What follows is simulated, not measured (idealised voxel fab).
The name of this process module is voxel lift off.
This is section cut - it's 210 nm across, gridded in 5 nm square cells.
Cross-section = grid of square cells, listed top down in bands; band = one or more rows.
Top, bottom (nm), then materials left to right with widths (nm); lone material tagged "throughout" fills the whole band edge to edge; "empty" = empty space.
Beneath 0, the wafer as received is one material, and that level is where height counting begins. The lowest band goes on downward without a bottom; it is written like "from 0 down".
Width spec "30..40" -> top row of cells at first value, bottom row at second value, equal per-row change in between.
Step marked "no alterations made"? Then no cell in the cross-section changed in it.
"Enclosed cavities" specifies each empty space that is not open to the top and that occupies no fewer than 8 cells, using the form width x height at distance, the distance measured from the left edge and all three quantities in nm.
Step line, after settings: the simulator's comment on this step.
overlay nm, on a step with a mask: how far to the right of its planned place the mask lay; to the left if negative
The steps planned for the process are as follows
step 1: RECEIVE: material Si
step 2: CONFORMAL_DEP: material SiO2, thk nm 5
step 3: PATTERN: tone open, mask id LINES, material resist, width nm 20, pitch nm 35, thk nm 20, overlay nm 0
step 4: DIRECTIONAL_DEP: material Ru, thk nm 5
step 5: STRIP: etch materials resist
step 6: CONFORMAL_DEP: material SiCN, thk nm 10
So, the first of our two wafers, run just as we planned it
Incoming wafer in cross-section (state: after step 1)
from 0 down | Si throughout
Enclosed cavities: none
How the wafer stands in section after step 2
from 5 to 0 | SiO2 throughout
Everything below 0 is unchanged.
How the wafer stands in section after step 3
from 25 to 5 | 60 resist; 20 empty; 15 resist; 20 empty; 15 resist; 20 empty; 60 resist
Everything below 5 is unchanged.
How the wafer stands in section after step 4
from 30 to 25 | 60 Ru; 20 empty; 15 Ru; 20 empty; 15 Ru; 20 empty; 60 Ru
from 25 to 10 | 60 resist; 20 empty; 15 resist; 20 empty; 15 resist; 20 empty; 60 resist
from 10 to 5 | 60 resist; 20 Ru; 15 resist; 20 Ru; 15 resist; 20 Ru; 60 resist
Everything below 5 is unchanged.
How the wafer stands in section after step 5
from 10 to 5 | 60 empty; 20 Ru; 15 empty; 20 Ru; 15 empty; 20 Ru; 60 empty
Everything below 5 is unchanged.
How the wafer stands in section after step 6
from 20 to 15 | 50 empty; 110 SiCN; 50 empty
from 15 to 10 | SiCN throughout
from 10 to 5 | 60 SiCN; 20 Ru; 15 SiCN; 20 Ru; 15 SiCN; 20 Ru; 60 SiCN
Everything below 5 is unchanged.
Wafer two. Same start, same plan, one slip in execution. Same as wafer one through step 2, inclusive
Second wafer profile in section, at the moment step 3 of the plan was meant to be complete
from 25 to 5 | 70 resist; 20 empty; 15 resist; 20 empty; 15 resist; 20 empty; 50 resist
Everything below 5 is unchanged.
Second wafer profile in section, at the moment step 4 of the plan was meant to be complete
from 30 to 25 | 70 Ru; 20 empty; 15 Ru; 20 empty; 15 Ru; 20 empty; 50 Ru
from 25 to 10 | 70 resist; 20 empty; 15 resist; 20 empty; 15 resist; 20 empty; 50 resist
from 10 to 5 | 70 resist; 20 Ru; 15 resist; 20 Ru; 15 resist; 20 Ru; 50 resist
Everything below 5 is unchanged.
Second wafer profile in section, at the moment step 5 of the plan was meant to be complete
from 10 to 5 | 70 empty; 20 Ru; 15 empty; 20 Ru; 15 empty; 20 Ru; 50 empty
Everything below 5 is unchanged.
Second wafer profile in section, at the moment step 6 of the plan was meant to be complete
from 20 to 15 | 60 empty; 110 SiCN; 40 empty
from 15 to 10 | SiCN throughout
from 10 to 5 | 70 SiCN; 20 Ru; 15 SiCN; 20 Ru; 15 SiCN; 20 Ru; 50 SiCN
Everything below 5 is unchanged.
It is concluded that the wafer was processed incorrectly with respect to the plan, in that not per plan at step 3, really ran PATTERN: tone open, mask id LINES, material resist, width nm 20, pitch nm 35, thk nm 20, overlay nm 10
By the end, you'd get the same cell count for each material on either wafer, but the second wafer puts them somewhere else.
